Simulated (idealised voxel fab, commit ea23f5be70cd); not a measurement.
process module | voxel self aligned vias
cross-section cut | 185 nm wide | cells 5 nm
A cross-section is a grid of square cells, given in bands from the top down. A band is one or more rows of cells.
Each band's line starts with the height of the band's top and of its bottom, in nm. Then come its materials from left to right, each with its width in nm. One material with "throughout" fills the band from edge to edge. "air" is empty space.
Height 0 is the level under which the wafer as received is all one material. The lowest band goes on downwards, as in "0 down".
A width such as "30 to 40" changes by the same amount from each row of cells to the next, from the band's top row to its bottom row.
"no change" after a step means that no cell of the cross-section changed.
closed voids: empty space of 8 cells or more with no open way to the top, each as width x height at its distance from the left edge, in nm
after a step's settings: what the simulator itself notes on the step
overlay nm, on a step with a mask: how far to the right of its planned place the mask lay; to the left if negative
plan
1 op RECEIVE | material Si
2 op CONFORMAL_DEP | material SiO2 | thk nm 10
3 op CONFORMAL_DEP | material SiCN | thk nm 5
4 op DIRECTIONAL_DEP | material SiO2 | thk nm 30
5 op PATTERN | tone open | mask id LINES | material resist | width nm 20 | pitch nm 55 | thk nm 15 | overlay nm 0
6 op DIRECTIONAL_ETCH | etch materials SiO2 | depth nm 30
7 op STRIP | etch materials resist
8 op CONFORMAL_DEP | material TiN | thk nm 5
9 op FILL_DEP | material Ru | thk nm 10
10 op CMP | height nm 45
11 op SELECTIVE_ETCH | etch materials W Ru TiN | depth nm 5
12 op FILL_DEP | material SiN | thk nm 10
13 op CMP | height nm 45
14 op DIRECTIONAL_DEP | material SiO2 | thk nm 15
15 op PATTERN | tone open | mask id VIAS | material resist | width nm 30 | pitch nm 55 | thk nm 20 | overlay nm 0
16 op DIRECTIONAL_ETCH | etch materials SiO2 | depth nm 15
17 op DIRECTIONAL_ETCH | etch materials SiN | depth nm 5
18 op STRIP | etch materials resist
19 op CONFORMAL_DEP | material TiN | thk nm 5
20 op FILL_DEP | material Cu | thk nm 10
21 op CMP | height nm 60
22 op CONFORMAL_DEP | material SiN | thk nm 5
as received, after step 1
  0 down: Si throughout
  closed voids: none
first wafer at the end, as planned
  65 to 60: SiN throughout
  60 to 50: SiO2 50 | TiN 5 | Cu 20 | TiN 5 | SiO2 25 | TiN 5 | Cu 20 | TiN 5 | SiO2 50
  50 to 45: SiO2 50 | TiN 10 | Cu 10 | TiN 10 | SiO2 25 | TiN 10 | Cu 10 | TiN 10 | SiO2 50
  45 to 40: SiO2 55 | TiN 20 | SiO2 35 | TiN 20 | SiO2 55
  40 to 20: SiO2 55 | TiN 5 | Ru 10 | TiN 5 | SiO2 35 | TiN 5 | Ru 10 | TiN 5 | SiO2 55
  20 to 15: SiO2 55 | TiN 20 | SiO2 35 | TiN 20 | SiO2 55
  15 to 10: SiCN throughout
  10 to 0: SiO2 throughout
  0 down: Si throughout
  closed voids: none
second wafer at the end: like start, like plan, one mistake
  65 to 60: SiN throughout
  60 to 50: SiO2 50 | TiN 5 | Cu 20 | TiN 5 | SiO2 25 | TiN 5 | Cu 20 | TiN 5 | SiO2 50
  50 to 45: SiO2 50 | TiN 30 | SiO2 25 | TiN 30 | SiO2 50
  45 to 40: SiN 50 | TiN 5 | SiO2 20 | TiN 5 | SiN 25 | TiN 5 | SiO2 20 | TiN 5 | SiN 50
  40 to 20: Ru 50 | TiN 5 | SiO2 20 | TiN 5 | Ru 25 | TiN 5 | SiO2 20 | TiN 5 | Ru 50
  20 to 15: TiN 55 | SiO2 20 | TiN 35 | SiO2 20 | TiN 55
  15 to 10: SiCN throughout
  10 to 0: SiO2 throughout
  0 down: Si throughout
  closed voids: none
what went wrong: step 5 ran as: op PATTERN | tone cover | mask id LINES | material resist | width nm 20 | pitch nm 55 | thk nm 15 | overlay nm 0
at the end the second wafer has, in cells: 4 fewer of Cu | 84 more of Ru | 25 more of SiN | 126 fewer of SiO2 | 21 more of TiN
